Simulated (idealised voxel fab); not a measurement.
This is a process module. Its name is voxel trench capacitor.
Cross-sectional view cut (width: 280 nm; square cell size: 5 nm).
Cross-section format: a grid of square cells, given as bands from top to bottom; each band is one or more rows of cells.
For a band, the entry starts with two heights in nm, that of the top and then that of the bottom, and carries on with the band's materials in order from left to right, each alongside its width in nm; the word "edge to edge" beside a single material means it fills the band edge to edge, and "air" means empty space.
Height datum 0, below which the as-received substrate wafer is one material. Lowest band open at the bottom, running downward: "0 down".
The two numbers in a width such as "30->40" mark its ends across the band: the first belongs to the top row of cells, the second to the bottom row, and from each row to the next the width moves by the same amount.
It should be understood that the words "left unchanged", when stated for a given step, signify that the cross-section underwent no change in any of its cells during that step.
Entry "Enclosed cavity list" = empty spaces >= 8 cells with no open way to the top; each as width x height at distance, distance from left edge, all nm.
Note: text after step settings on the step line = simulator remark on that step.
overlay nm: where the mask lay relative to plan, measured to the right, on steps with a mask; negatives go left.
Pairs ahead. Before: cross-section ahead of one process step. After: cross-section once the step is done, shown to the lowest changed band only. Under each pair: that step, with settings. Caution: pairs may come from different runs of this module on the same starting wafer; a pair follows the pair above only where its "State on entry" entry says so.
# State on entry
  15 to 10 | aC (105)  air (20)  aC (25)  air (20)  aC (110)
  10 to 0 | SiN (100)  aC (5)  air (20)  aC (5)  SiN (15)  aC (5)  air (20)  aC (5)  SiN (105)
  0 to -25 | Si (100)  aC (5)  air (20)  aC (5)  Si (15)  aC (5)  air (20)  aC (5)  Si (105)
  -25 to -30 | Si (100)  aC (30)  Si (15)  aC (30)  Si (105)
  -30 down | Si edge to edge
  Enclosed cavity list: none
# after
  20 to 15 | TiN (110)  air (10)  TiN (35)  air (10)  TiN (115)
  15 to 10 | aC (105)  TiN (5)  air (10)  TiN (5)  aC (25)  TiN (5)  air (10)  TiN (5)  aC (110)
  10 to 0 | SiN (100)  aC (5)  TiN (5)  air (10)  TiN (5)  aC (5)  SiN (15)  aC (5)  TiN (5)  air (10)  TiN (5)  aC (5)  SiN (105)
  0 to -20 | Si (100)  aC (5)  TiN (5)  air (10)  TiN (5)  aC (5)  Si (15)  aC (5)  TiN (5)  air (10)  TiN (5)  aC (5)  Si (105)
  -20 to -25 | Si (100)  aC (5)  TiN (20)  aC (5)  Si (15)  aC (5)  TiN (20)  aC (5)  Si (105)
  At heights below -25, the structure remains unaltered.
  Enclosed cavity list: none
The before and after cross-sections above differ by one step: op CONFORMAL_DEP | material TiN | thk nm 5
State on entry: The structure entering this step is exactly what the pair just above shows after its step.
# after
  30 to 20 | W edge to edge
  20 to 15 | TiN (110)  W (10)  TiN (35)  W (10)  TiN (115)
  15 to 10 | aC (105)  TiN (5)  W (10)  TiN (5)  aC (25)  TiN (5)  W (10)  TiN (5)  aC (110)
  10 to 0 | SiN (100)  aC (5)  TiN (5)  W (10)  TiN (5)  aC (5)  SiN (15)  aC (5)  TiN (5)  W (10)  TiN (5)  aC (5)  SiN (105)
  0 to -20 | Si (100)  aC (5)  TiN (5)  W (10)  TiN (5)  aC (5)  Si (15)  aC (5)  TiN (5)  W (10)  TiN (5)  aC (5)  Si (105)
  At heights below -20, the structure remains unaltered.
  Enclosed cavity list: none
The before and after cross-sections above differ by one step: op FILL_DEP | material W | thk nm 10
State on entry: The structure entering this step is exactly what the pair just above shows after its step.
# after
  10 to 0 | SiN (100)  aC (5)  TiN (5)  W (10)  TiN (5)  aC (5)  SiN (15)  aC (5)  TiN (5)  W (10)  TiN (5)  aC (5)  SiN (105)
  At heights below 0, the structure remains unaltered.
  Enclosed cavity list: none
The before and after cross-sections above differ by one step: op CMP | height nm 10
# State on entry
  25 to 10 | aC edge to edge
  10 to 0 | SiN edge to edge
  0 down | Si edge to edge
  Enclosed cavity list: none
# after
  60 to 25 | air (100)  resist (30)  air (15)  resist (30)  air (105)
  At heights below 25, the structure remains unaltered.
  Enclosed cavity list: none
The before and after cross-sections above differ by one step: op PATTERN | tone cover | mask id TRENCH | material resist | width nm 30 | pitch nm 45 | thk nm 35 | overlay nm 0
State on entry: The structure entering this step is exactly what the pair just above shows after its step.
# after
  45 to 25 | air (100)  resist (30)  air (15)  resist (30)  air (105)
  25 to 10 | air (100)  aC (30)  air (15)  aC (30)  air (105)
  At heights below 10, the structure remains unaltered.
  Enclosed cavity list: none
The before and after cross-sections above differ by one step: op DIRECTIONAL_ETCH | etch materials aC | depth nm 15
State on entry: The structure entering this step is exactly what the pair just above shows after its step.
# after
  25 to 10 | air (100)  aC (30)  air (15)  aC (30)  air (105)
  At heights below 10, the structure remains unaltered.
  Enclosed cavity list: none
The before and after cross-sections above differ by one step: op STRIP | etch materials resist
State on entry: The structure entering this step is exactly what the pair just above shows after its step.
# after
  25 to 10 | air (100)  aC (30)  air (15)  aC (30)  air (105)
  10 to 0 | air (100)  SiN (30)  air (15)  SiN (30)  air (105)
  At heights below 0, the structure remains unaltered.
  Enclosed cavity list: none
The before and after cross-sections above differ by one step: op DIRECTIONAL_ETCH | etch materials SiN | depth nm 10
State on entry: The structure entering this step is exactly what the pair just above shows after its step.
# after
  25 to 10 | air (100)  aC (30)  air (15)  aC (30)  air (105)
  10 to 0 | air (100)  SiN (30)  air (15)  SiN (30)  air (105)
  0 to -30 | air (100)  Si (30)  air (15)  Si (30)  air (105)
  At heights below -30, the structure remains unaltered.
  Enclosed cavity list: none
The before and after cross-sections above differ by one step: op DIRECTIONAL_ETCH | etch materials Si | depth nm 30
State on entry: The structure entering this step is exactly what the pair just above shows after its step.
# after
  10 to 0 | air (100)  SiN (30)  air (15)  SiN (30)  air (105)
  At heights below 0, the structure remains unaltered.
  Enclosed cavity list: none
The before and after cross-sections above differ by one step: op STRIP | etch materials aC
State on entry: The structure entering this step is exactly what the pair just above shows after its step.
# after
  15 to 10 | air (95)  HfO2 (40)  air (5)  HfO2 (40)  air (100)
  10 to 0 | air (95)  HfO2 (5)  SiN (30)  HfO2 (5)  air (5)  HfO2 (5)  SiN (30)  HfO2 (5)  air (100)
  0 to -25 | air (95)  HfO2 (5)  Si (30)  HfO2 (5)  air (5)  HfO2 (5)  Si (30)  HfO2 (5)  air (100)
  -25 to -30 | HfO2 (100)  Si (30)  HfO2 (15)  Si (30)  HfO2 (105)
  At heights below -30, the structure remains unaltered.
  Enclosed cavity list: none
The before and after cross-sections above differ by one step: op CONFORMAL_DEP | material HfO2 | thk nm 5
State on entry: The structure entering this step is exactly what the pair just above shows after its step.
# after
  20 to 15 | air (90)  TiN (95)  air (95)
  15 to 10 | air (90)  TiN (5)  HfO2 (40)  TiN (5)  HfO2 (40)  TiN (5)  air (95)
  10 to 0 | air (90)  TiN (5)  HfO2 (5)  SiN (30)  HfO2 (5)  TiN (5)  HfO2 (5)  SiN (30)  HfO2 (5)  TiN (5)  air (95)
  0 to -20 | air (90)  TiN (5)  HfO2 (5)  Si (30)  HfO2 (5)  TiN (5)  HfO2 (5)  Si (30)  HfO2 (5)  TiN (5)  air (95)
  -20 to -25 | TiN (95)  HfO2 (5)  Si (30)  HfO2 (5)  TiN (5)  HfO2 (5)  Si (30)  HfO2 (5)  TiN (100)
  At heights below -25, the structure remains unaltered.
  Enclosed cavity list: none
The before and after cross-sections above differ by one step: op CONFORMAL_DEP | material TiN | thk nm 5
State on entry: The structure entering this step is exactly what the pair just above shows after its step.
# after
  30 to 20 | W edge to edge
  20 to 15 | W (90)  TiN (95)  W (95)
  15 to 10 | W (90)  TiN (5)  HfO2 (40)  TiN (5)  HfO2 (40)  TiN (5)  W (95)
  10 to 0 | W (90)  TiN (5)  HfO2 (5)  SiN (30)  HfO2 (5)  TiN (5)  HfO2 (5)  SiN (30)  HfO2 (5)  TiN (5)  W (95)
  0 to -20 | W (90)  TiN (5)  HfO2 (5)  Si (30)  HfO2 (5)  TiN (5)  HfO2 (5)  Si (30)  HfO2 (5)  TiN (5)  W (95)
  At heights below -20, the structure remains unaltered.
  Enclosed cavity list: none
The before and after cross-sections above differ by one step: op FILL_DEP | material W | thk nm 10
State on entry: The structure entering this step is exactly what the pair just above shows after its step.
# after
  10 to 0 | W (90)  TiN (5)  HfO2 (5)  SiN (30)  HfO2 (5)  TiN (5)  HfO2 (5)  SiN (30)  HfO2 (5)  TiN (5)  W (95)
  At heights below 0, the structure remains unaltered.
  Enclosed cavity list: none
The before and after cross-sections above differ by one step: op CMP | height nm 10
